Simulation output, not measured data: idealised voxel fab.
The document below concerns the process module designated voxel wiring stack.
Cross-section cut: width 225 nm, square cells of 5 nm.
A cross-section is a grid of square cells, given in bands from the top down. A band is one or more rows of cells.
Band: top height; bottom height; in nm. Then, left to right: material with width in nm, for each material. "full width": a single material spanning edge to edge. "air": empty space.
It should be noted that heights are counted from 0, beneath which the wafer as supplied is of one material throughout, and that the lowest band possesses no lower boundary but continues downward, as written in "from 0 down".
The width entry "30 to 40" should be interpreted row by row: the top row of cells in the band takes the first number, the bottom row takes the second number, and the change between adjacent rows is uniform throughout.
The cross-section has no changed cell in any step marked "nothing different".
Look at "Sealed internal voids" for the closed voids: empty spaces with no open path to the top, sized 8 cells or up. Each is width x height at distance, distance from the left edge, all nm.
On each step's line, the part that comes after the settings is the simulator's own comment on the step.
"overlay nm", when on a step's line for a step with a mask, measures how far to the right of its planned place the mask lay; a negative measure means to the left.

[The following list gives the planned process steps]
1 RECEIVE | material Si
2 CONFORMAL_DEP | material SiO2 | thk nm 15
3 DIRECTIONAL_DEP | material TiN | thk nm 5
4 DIRECTIONAL_DEP | material Ru | thk nm 20
5 MASKED_ETCH | tone cover | mask id METAL_1 | width nm 20 | pitch nm 40 | etch materials Ru | depth nm 20 | overlay nm 0
6 MASKED_ETCH | tone cover | mask id METAL_1 | width nm 20 | pitch nm 40 | etch materials TiN | depth nm 5 | overlay nm 0
7 FILL_DEP | material lowk | thk nm 5
8 CMP | height nm 40
9 CONFORMAL_DEP | material SiCN | thk nm 5
10 DIRECTIONAL_DEP | material SiO2 | thk nm 20
11 DIRECTIONAL_DEP | material aC | thk nm 10
12 PATTERN | tone open | mask id PLUG_1 | material resist | width nm 15 | thk nm 25 | overlay nm 0
13 DIRECTIONAL_ETCH | etch materials aC | depth nm 10
14 STRIP | etch materials resist
15 DIRECTIONAL_ETCH | etch materials SiO2 | depth nm 20
16 DIRECTIONAL_ETCH | etch materials SiCN | depth nm 5
17 STRIP | etch materials aC
18 CONFORMAL_DEP | material TiN | thk nm 5
19 FILL_DEP | material Ru | thk nm 10
20 CMP | height nm 65
21 CONFORMAL_DEP | material SiN | thk nm 5
22 DIRECTIONAL_DEP | material SiO2 | thk nm 20
23 DIRECTIONAL_DEP | material aC | thk nm 15
24 PATTERN | tone open | mask id METAL_2 | material resist | width nm 20 | pitch nm 40 | thk nm 30 | overlay nm 0
25 DIRECTIONAL_ETCH | etch materials aC | depth nm 15
26 STRIP | etch materials resist
27 DIRECTIONAL_ETCH | etch materials SiO2 | depth nm 20
28 DIRECTIONAL_ETCH | etch materials SiN | depth nm 5
29 STRIP | etch materials aC
30 CONFORMAL_DEP | material TiN | thk nm 5
31 FILL_DEP | material Cu | thk nm 5
32 CMP | height nm 90
33 EPI | material Ru | thk nm 5
34 FILL_DEP | material SiCN | thk nm 5
35 DIRECTIONAL_DEP | material SiO2 | thk nm 30
36 MASKED_ETCH | tone open | mask id METAL_3_HOLES | width nm 15 | etch materials SiO2 | depth nm 30 | overlay nm 0
37 MASKED_ETCH | tone open | mask id METAL_3 | width nm 20 | pitch nm 40 | etch materials SiO2 | depth nm 15 | overlay nm 0
38 MASKED_ETCH | tone open | mask id METAL_3 | width nm 20 | pitch nm 40 | etch materials SiCN | depth nm 5 | overlay nm 0
39 CONFORMAL_DEP | material TiN | thk nm 5
40 FILL_DEP | material Cu | thk nm 10
41 CMP | height nm 130
42 CONFORMAL_DEP | material SiN | thk nm 5

[Step 1 complete: cross-section of the wafer as received]
- from 0 down | Si full width
- Sealed internal voids: none

[Wafer cross-section at end of module: start and plan as shown above, one execution error]
- from 135 to 130 | SiN full width
- from 130 to 125 | 70 Cu / 15 TiN / 10 Cu / 30 TiN / 10 Cu / 15 TiN / 75 Cu
- from 125 to 120 | 75 TiN / 5 SiO2 / 5 TiN / 10 Cu / 5 TiN / 5 SiO2 / 10 TiN / 5 SiO2 / 5 TiN / 10 Cu / 5 TiN / 5 SiO2 / 80 TiN
- from 120 to 115 | 80 SiO2 / 5 TiN / 10 Cu / 5 TiN / 20 SiO2 / 5 TiN / 10 Cu / 5 TiN / 85 SiO2
- from 115 to 110 | 80 SiO2 / 5 TiN / 5 Cu / 10 TiN / 20 SiO2 / 20 TiN / 85 SiO2
- from 110 to 100 | 80 SiO2 / 5 TiN / 5 Cu / 5 TiN / 130 SiO2
- from 100 to 95 | 80 SiO2 / 15 TiN / 130 SiO2
- from 95 to 90 | 75 SiO2 / 30 Ru / 10 SiO2 / 30 Ru / 80 SiO2
- from 90 to 70 | 80 SiO2 / 5 TiN / 10 Cu / 5 TiN / 20 SiO2 / 5 TiN / 10 Cu / 5 TiN / 85 SiO2
- from 70 to 65 | 80 SiN / 20 TiN / 20 SiN / 20 TiN / 85 SiN
- from 65 to 45 | 80 SiO2 / 5 TiN / 5 Ru / 5 TiN / 130 SiO2
- from 45 to 40 | 80 SiCN / 15 TiN / 130 SiCN
- from 40 to 20 | 80 lowk / 20 Ru / 20 lowk / 20 Ru / 85 lowk
- from 20 to 15 | 80 lowk / 20 TiN / 20 lowk / 20 TiN / 85 lowk
- from 15 to 0 | SiO2 full width
- from 0 down | Si full width
- Sealed internal voids: none
So what did we get wrong on this run? execution of step 34 of the plan did not take place, the step having been omitted
